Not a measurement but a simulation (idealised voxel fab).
Module name: voxel transistor to metal (process module)
Shown is cross-section cut, with a width of 285 nm and square cells of size 5 nm.
When this document writes out a cross-section, it uses a grid of square cells and lists it as bands, beginning at the top and moving down, with a band standing for one or more rows of cells. For a band, the entry starts with two heights in nm, that of the top and then that of the bottom, and carries on with the band's materials in order from left to right, each alongside its width in nm; the word "throughout" beside a single material means it fills the band edge to edge, and "blank" means empty space. The reference from which all heights are counted is 0, the level beneath which the as-received wafer is entirely one material; the lowest band, having no lower bound, proceeds downward and is written after the example "0 and below". Read "30..40" as a graded width: first number on top, second number at the bottom, same change between each pair of neighbouring rows. The cross-section has no changed cell in any step marked "nothing was modified". Entry "Listed closed voids". Content: empty spaces with no open connection to the top, size 8 cells or greater. Each: width x height at distance. Distance: from left edge. Unit: nm. after a step's settings: what the simulator itself notes on the step. For masked steps, "overlay nm" on the step line gives how far right of plan the mask actually lay; a minus sign means it lay to the left.

[So here's the lineup of process steps we planned]
| 1 | RECEIVE [material Si] |
| 2 | CONFORMAL_DEP [material SiO2] [thk nm 5] |
| 3 | CONFORMAL_DEP [material SiN] [thk nm 10] |
| 4 | PATTERN [tone cover] [mask id ACTIVE] [material resist] [width nm 115] [pitch nm 135] [thk nm 20] [overlay nm 0] |
| 5 | DIRECTIONAL_ETCH [etch materials SiN] [depth nm 10] |
| 6 | DIRECTIONAL_ETCH [etch materials SiO2] [depth nm 5] |
| 7 | DIRECTIONAL_ETCH [etch materials Si] [depth nm 20] |
| 8 | STRIP [etch materials resist] |
| 9 | FILL_DEP [material SiO2] [thk nm 5] |
| 10 | CMP [height nm 15] |
| 11 | SELECTIVE_ETCH [etch materials SiO2] [depth nm 10] |
| 12 | STRIP [etch materials SiN] |
| 13 | SELECTIVE_ETCH [etch materials SiO2] [depth nm 5] |
| 14 | OXIDIZE [depth nm 5] |
| 15 | DIRECTIONAL_DEP [material polySi] [thk nm 30] |
| 16 | DIRECTIONAL_DEP [material SiCN] [thk nm 15] |
| 17 | PATTERN [tone cover] [mask id GATE] [material resist] [width nm 25] [pitch nm 135] [thk nm 20] [overlay nm 0] |
| 18 | DIRECTIONAL_ETCH [etch materials SiCN] [depth nm 25] |
| 19 | DIRECTIONAL_ETCH [etch materials polySi] [depth nm 40] |
| 20 | STRIP [etch materials resist] |
| 21 | CONFORMAL_DEP [material SiO2] [thk nm 5] |
| 22 | DIRECTIONAL_ETCH [etch materials SiO2] [depth nm 5] |
| 23 | CONFORMAL_DEP [material SiN] [thk nm 5] |
| 24 | DIRECTIONAL_ETCH [etch materials SiN] [depth nm 5] |
| 25 | DIRECTIONAL_ETCH [etch materials SiO2] [depth nm 5] |
| 26 | DIRECTIONAL_ETCH [etch materials Si] [depth nm 10] |
| 27 | EPI [material pSi] [thk nm 15] |
| 28 | FILL_DEP [material SiO2] [thk nm 5] |
| 29 | CMP [height nm 45] |
| 30 | DIRECTIONAL_DEP [material SiO2] [thk nm 10] |
| 31 | PATTERN [tone open] [mask id CONTACT] [material resist] [width nm 15] [thk nm 15] [overlay nm 0] |
| 32 | DIRECTIONAL_ETCH [etch materials SiO2] [depth nm 55] |
| 33 | STRIP [etch materials resist] |
| 34 | CONFORMAL_DEP [material TiN] [thk nm 5] |
| 35 | FILL_DEP [material W] [thk nm 10] |
| 36 | CMP [height nm 55] |
| 37 | CONFORMAL_DEP [material SiCN] [thk nm 5] |
| 38 | DIRECTIONAL_DEP [material SiO2] [thk nm 20] |
| 39 | DIRECTIONAL_DEP [material aC] [thk nm 10] |
| 40 | PATTERN [tone open] [mask id METAL_1] [material resist] [width nm 15] [thk nm 30] [overlay nm 0] |
| 41 | DIRECTIONAL_ETCH [etch materials aC] [depth nm 10] |
| 42 | STRIP [etch materials resist] |
| 43 | DIRECTIONAL_ETCH [etch materials SiO2] [depth nm 20] |
| 44 | DIRECTIONAL_ETCH [etch materials SiCN] [depth nm 5] |
| 45 | STRIP [etch materials aC] |
| 46 | CONFORMAL_DEP [material TiN] [thk nm 5] |
| 47 | FILL_DEP [material Cu] [thk nm 5] |
| 48 | CMP [height nm 80] |
| 49 | CONFORMAL_DEP [material SiCN] [thk nm 5] |
| 50 | DIRECTIONAL_DEP [material lowk] [thk nm 35] |
| 51 | PATTERN [tone open] [mask id METAL_2] [material resist] [width nm 15] [pitch nm 135] [thk nm 15] [overlay nm 0] |
| 52 | DIRECTIONAL_ETCH [etch materials lowk] [depth nm 20] |
| 53 | STRIP [etch materials resist] |
| 54 | MASKED_ETCH [tone open] [mask id METAL_2_HOLES] [width nm 15] [pitch nm 135] [etch materials lowk] [depth nm 15] [overlay nm 0] |
| 55 | MASKED_ETCH [tone open] [mask id METAL_2_HOLES] [width nm 15] [pitch nm 135] [etch materials SiCN] [depth nm 5] [overlay nm 0] |
| 56 | CONFORMAL_DEP [material TiN] [thk nm 5] |
| 57 | FILL_DEP [material Ru] [thk nm 5] |
| 58 | CMP [height nm 120] |
| 59 | CONFORMAL_DEP [material SiN] [thk nm 5] |
For clarity, it should be stated that the wafers under discussion commence in an identical condition and differ with respect to the width nm of step 54, the plan indicating the value that the first wafer had.

[Incoming state of the first of several wafers in cross-section: after step 1]
* 0 and below  Si throughout
* Listed closed voids: none

[Quick key for the table: a row per wafer, taken at the end of the module. For each material it tells you how many cells the wafer gained (+) or lost (-) since it came in, and the closed voids come after]
width nm 15 | +16 Cu | +14 Ru | -146 Si | +126 SiCN | +93 SiN | +591 SiO2 | +170 TiN | +32 W | +357 lowk | +112 pSi | +60 polySi | Listed closed voids: none
width nm 20 | +16 Cu | +18 Ru | -146 Si | +126 SiCN | +93 SiN | +591 SiO2 | +172 TiN | +32 W | +351 lowk | +112 pSi | +60 polySi | Listed closed voids: none
width nm 25 | +16 Cu | +22 Ru | -146 Si | +126 SiCN | +93 SiN | +591 SiO2 | +174 TiN | +32 W | +345 lowk | +112 pSi | +60 polySi | Listed closed voids: none
width nm 30 | +16 Cu | +26 Ru | -146 Si | +126 SiCN | +93 SiN | +591 SiO2 | +176 TiN | +32 W | +339 lowk | +112 pSi | +60 polySi | Listed closed voids: none
